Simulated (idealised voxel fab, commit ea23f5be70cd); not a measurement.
Process module in this document: voxel gate over fins
Xsec cut, 245 nm wide, square cell size 5 nm.
Just so we're on the same page, the cross-sections are grids of square cells, and they're listed out in bands top to bottom, each band one or more rows deep.
Basically the band line says how high the top is and how high the bottom is, in nm, and then what's in it from left to right, every material with its width in nm. Empty space shows up as "blank", and if a single material carries "all across" it runs the full band edge to edge.
For the purposes of this specification, 0 denotes the height below which the wafer in its as-received condition is composed wholly of one material, and the lowermost band, lacking a lower limit, extends downward without end, as expressed in "z 0 and below".
Per-row width for "30 to 40": begins at first number (top row of band), ends at second number (bottom row), increment between rows held constant.
"same as before" (step): cross-section cells unchanged, all of them.
"Sealed internal cavities": empty spaces of 8 cells or more with no open way to the top, each given as width x height at distance, distance from the left edge, all in nm.
Read whatever lies past the settings on a step's line as the simulator's own remark about the step.
overlay nm: where the mask lay relative to plan, measured to the right, on steps with a mask; negatives go left.
THE FOLLOWING LIST GIVES THE PLANNED PROCESS STEPS
1) RECEIVE [material Si]
2) CONFORMAL_DEP [material SiN] [thk nm 10]
3) DIRECTIONAL_DEP [material aC] [thk nm 10]
4) PATTERN [tone cover] [mask id FINS] [material resist] [width nm 15] [pitch nm 55] [thk nm 30] [overlay nm 0]
5) DIRECTIONAL_ETCH [etch materials aC] [depth nm 10]
6) STRIP [etch materials resist]
7) DIRECTIONAL_ETCH [etch materials SiN] [depth nm 10]
8) DIRECTIONAL_ETCH [etch materials Si] [depth nm 40]
9) STRIP [etch materials aC]
10) OXIDIZE [depth nm 5]
11) FILL_DEP [material SiO2] [thk nm 10]
12) CMP [height nm 10]
13) PATTERN [tone open] [mask id RAIL] [material resist] [width nm 15] [thk nm 15] [overlay nm 0]
14) DIRECTIONAL_ETCH [etch materials SiO2] [depth nm 45]
15) STRIP [etch materials resist]
16) CONFORMAL_DEP [material TiN] [thk nm 5]
17) FILL_DEP [material Ru] [thk nm 10]
18) CMP [height nm 10]
19) SELECTIVE_ETCH [etch materials W Ru TiN] [depth nm 30]
20) FILL_DEP [material SiO2] [thk nm 5]
21) CMP [height nm 10]
22) SELECTIVE_ETCH [etch materials SiO2] [depth nm 20]
23) STRIP [etch materials SiN]
24) CONFORMAL_DEP [material HfO2] [thk nm 5]
25) CONFORMAL_DEP [material TiN] [thk nm 5]
26) FILL_DEP [material W] [thk nm 15]
27) CMP [height nm 20]
28) CONFORMAL_DEP [material SiN] [thk nm 5]
INCOMING WAFER, CROSS-SECTIONAL VIEW, POST STEP 1
> z 0 and below: Si all across
> Sealed internal cavities: none
CROSS-SECTIONAL IMAGE OF THE FIRST OF TWO WAFERS AT THE END OF THE MODULE, THE RUN HAVING PROCEEDED AS PLANNED
> z 25 to 20: SiN all across
> z 20 to 10: W all across
> z 10 to 5: W 80, then TiN 25, then W 30, then TiN 25, then W 85
> z 5 to 0: W 80, then TiN 5, then HfO2 15, then TiN 5, then W 30, then TiN 5, then HfO2 15, then TiN 5, then W 85
> z 0 to -5: TiN 85, then HfO2 5, then Si 5, then HfO2 5, then TiN 40, then HfO2 5, then Si 5, then HfO2 5, then TiN 90
> z -5 to -10: HfO2 90, then Si 5, then HfO2 50, then Si 5, then HfO2 95
> z -10 to -20: SiO2 90, then Si 5, then SiO2 50, then Si 5, then SiO2 95
> z -20 to -30: SiO2 90, then Si 5, then SiO2 15, then TiN 5, then Ru 5, then TiN 5, then SiO2 20, then Si 5, then SiO2 95
> z -30 to -35: SiO2 90, then Si 5, then SiO2 15, then TiN 15, then SiO2 20, then Si 5, then SiO2 95
> z -35 to -45: SiO2 90, then Si 5, then SiO2 50, then Si 5, then SiO2 95
> z -45 and below: Si all across
> Sealed internal cavities: none
WAFER TWO, SECTIONED AFTER THE MODULE: THE FIRST WAFER'S START, THE FIRST WAFER'S PLAN, AND ONE MISTAKE IN HOW IT WAS RUN
> z 25 to 20: SiN all across
> z 20 to 10: W all across
> z 10 to 5: W 80, then TiN 25, then W 30, then TiN 25, then W 85
> z 5 to 0: W 80, then TiN 5, then HfO2 15, then TiN 5, then W 30, then TiN 5, then HfO2 15, then TiN 5, then W 85
> z 0 to -5: TiN 75, then W 5, then TiN 5, then HfO2 5, then Si 5, then HfO2 5, then TiN 5, then W 30, then TiN 5, then HfO2 5, then Si 5, then HfO2 5, then TiN 5, then W 5, then TiN 80
> z -5 to -10: HfO2 70, then TiN 5, then W 5, then TiN 5, then HfO2 5, then Si 5, then HfO2 5, then TiN 5, then W 30, then TiN 5, then HfO2 5, then Si 5, then HfO2 5, then TiN 5, then W 5, then TiN 5, then HfO2 75
> z -10 to -15: SiO2 65, then HfO2 5, then TiN 15, then HfO2 5, then Si 5, then HfO2 5, then TiN 40, then HfO2 5, then Si 5, then HfO2 5, then TiN 15, then HfO2 5, then SiO2 70
> z -15 to -20: SiO2 65, then HfO2 25, then Si 5, then HfO2 50, then Si 5, then HfO2 25, then SiO2 70
> z -20 to -30: SiO2 90, then Si 5, then SiO2 15, then TiN 5, then Ru 5, then TiN 5, then SiO2 20, then Si 5, then SiO2 95
> z -30 to -35: SiO2 90, then Si 5, then SiO2 15, then TiN 15, then SiO2 20, then Si 5, then SiO2 95
> z -35 to -45: SiO2 90, then Si 5, then SiO2 50, then Si 5, then SiO2 95
> z -45 and below: Si all across
> Sealed internal cavities: none
Run error: the run placed steps 22 and 23 each in the position the plan gave to the other
Looking at both finished wafers in cells, the second ends up ahead of or behind the first on some materials: HfO2 +12 | SiO2 -40 | TiN +12 | W +16
